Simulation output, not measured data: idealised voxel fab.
The name of this process module is voxel self aligned contacts.
Shown is cross-section cut, with a width of 180 nm and square cells of size 5 nm.
Think of the cross-section as a grid of square cells. We describe it in bands, top to bottom, and each band covers one or more rows of those cells.
The entry gives the band's vertical extent as a top height and a bottom height in nm, then its horizontal make-up as materials from left to right, each with a width in nm. "air" stands for empty space; a single material marked "all across" fills the band edge to edge.
Convention: height 0 is the level below which the wafer, as received, is all one material. The lowest band does not terminate at the bottom but continues downward, represented as "0 down".
With a width like "30->40", each row of cells in the band differs from the next by the same amount, the top row carrying the first number and the bottom row the second.
Step marked "changes: none"? Then no cell in the cross-section changed in it.
Any empty space of 8 cells or more lacking an open way to the top shows up in "Closed void roster" as width x height at distance, distance from the left edge, in nm.
On a step's line, text after the settings is the simulator commenting on that step.
overlay nm, on a step with a mask: how far to the right of its planned place the mask lay; to the left if negative

INTENDED PROCESS STEPS
1 RECEIVE | material Si
2 OXIDIZE | depth nm 5
3 DIRECTIONAL_DEP | material polySi | thk nm 25
4 DIRECTIONAL_DEP | material SiN | thk nm 15
5 PATTERN | tone cover | mask id GATE | material resist | width nm 30 | pitch nm 60 | thk nm 20 | overlay nm 0
6 DIRECTIONAL_ETCH | etch materials SiN | depth nm 15
7 DIRECTIONAL_ETCH | etch materials polySi | depth nm 25
8 STRIP | etch materials resist
9 CONFORMAL_DEP | material SiN | thk nm 5
10 DIRECTIONAL_ETCH | etch materials SiN | depth nm 5
11 FILL_DEP | material SiO2 | thk nm 15
12 CMP | height nm 50
13 MASKED_ETCH | tone open | mask id CONTACT | width nm 40 | etch materials SiO2 | depth nm 55 | overlay nm 0
14 CONFORMAL_DEP | material TiN | thk nm 5
15 FILL_DEP | material W | thk nm 5
16 CMP | height nm 50
17 CONFORMAL_DEP | material SiCN | thk nm 5

CROSS-SECTION OF THE WAFER UPON ARRIVAL, REPRESENTING THE STATE REACHED AFTER STEP 1
  0 down  Si all across
  Closed void roster: none

FIRST OF TWO WAFERS AT THE END OF THE MODULE, SHOWN IN CROSS-SECTION; RUN CARRIED OUT AS PLANNED
  55 to 50  SiCN all across
  50 to 40  70 SiO2, then 5->15 TiN, then 30->10 W, then 5->15 TiN, then 70 SiO2
  40 to 25  40 SiO2, then 40 SiN, then 5 TiN, then 10 W, then 5 TiN, then 40 SiN, then 40 SiO2
  25 to 0  40 SiO2, then 5 SiN, then 30 polySi, then 5 SiN, then 5 TiN, then 10 W, then 5 TiN, then 5 SiN, then 30 polySi, then 5 SiN, then 40 SiO2
  0 to -5  80 SiO2, then 20 TiN, then 80 SiO2
  -5 down  Si all across
  Closed void roster: none

SECOND WAFER AT THE END: LIKE START, LIKE PLAN, ONE MISTAKE
  55 to 50  SiCN all across
  50 to 45  40 SiO2, then 40 SiN, then 5 TiN, then 10 W, then 5 TiN, then 40 SiN, then 40 SiO2
  45 to 40  40 SiO2, then 40 SiN, then 20 TiN, then 40 SiN, then 40 SiO2
  40 to 25  SiN all across
  25 to 0  polySi all across
  0 to -5  SiO2 all across
  -5 down  Si all across
  Closed void roster: none
what went wrong: step 4, plan: ran twice
Final wafer comparison in cells, second versus first, more or fewer per material: +72 SiN, -148 SiO2, -22 TiN, -22 W, +120 polySi
